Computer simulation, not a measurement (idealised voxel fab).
process module | voxel gate over fins
cross-section cut | 145 nm wide | cells 5 nm
A cross-section is a grid of square cells, given in bands from the top down. A band is one or more rows of cells.
Each band's line starts with the height of the band's top and of its bottom, in nm. Then come its materials from left to right, each with its width in nm. One material with "throughout" fills the band from edge to edge. "air" is empty space.
Height 0 is the level under which the wafer as received is all one material. The lowest band goes on downwards, as in "0 down".
A width such as "30 to 40" changes by the same amount from each row of cells to the next, from the band's top row to its bottom row.
"no change" after a step means that no cell of the cross-section changed.
closed voids: empty space of 8 cells or more with no open way to the top, each as width x height at its distance from the left edge, in nm
after a step's settings: what the simulator itself notes on the step
overlay nm, on a step with a mask: how far to the right of its planned place the mask lay; to the left if negative
plan
1 op RECEIVE | material Si
2 op CONFORMAL_DEP | material SiN | thk nm 10
3 op DIRECTIONAL_DEP | material aC | thk nm 15
4 op PATTERN | tone cover | mask id FINS | material resist | width nm 15 | pitch nm 40 | thk nm 35 | overlay nm 0
5 op DIRECTIONAL_ETCH | etch materials aC | depth nm 15
6 op STRIP | etch materials resist
7 op DIRECTIONAL_ETCH | etch materials SiN | depth nm 10
8 op DIRECTIONAL_ETCH | etch materials Si | depth nm 30
9 op STRIP | etch materials aC
10 op OXIDIZE | depth nm 5
11 op FILL_DEP | material SiO2 | thk nm 10
12 op CMP | height nm 10
13 op SELECTIVE_ETCH | etch materials SiO2 | depth nm 25
14 op STRIP | etch materials SiN
15 op CONFORMAL_DEP | material HfO2 | thk nm 5
16 op CONFORMAL_DEP | material TiN | thk nm 5
17 op FILL_DEP | material W | thk nm 10
18 op CMP | height nm 15
19 op CONFORMAL_DEP | material SiN | thk nm 5
varied across the wafers: width nm of step 4. The plan shows the first wafer's value. All wafers start alike
first wafer as received, after step 1
  0 down: Si throughout
  closed voids: none
each wafer at the end: cells of each material gained (+) or lost (-) since it was received, then its closed voids
width nm 15 | +47 HfO2 | -182 Si | +29 SiN | +104 SiO2 | +47 TiN | +71 W | closed voids: none
width nm 20 | +47 HfO2 | -161 Si | +29 SiN | +92 SiO2 | +47 TiN | +62 W | closed voids: none
width nm 25 | +47 HfO2 | -140 Si | +29 SiN | +80 SiO2 | +47 TiN | +53 W | closed voids: none
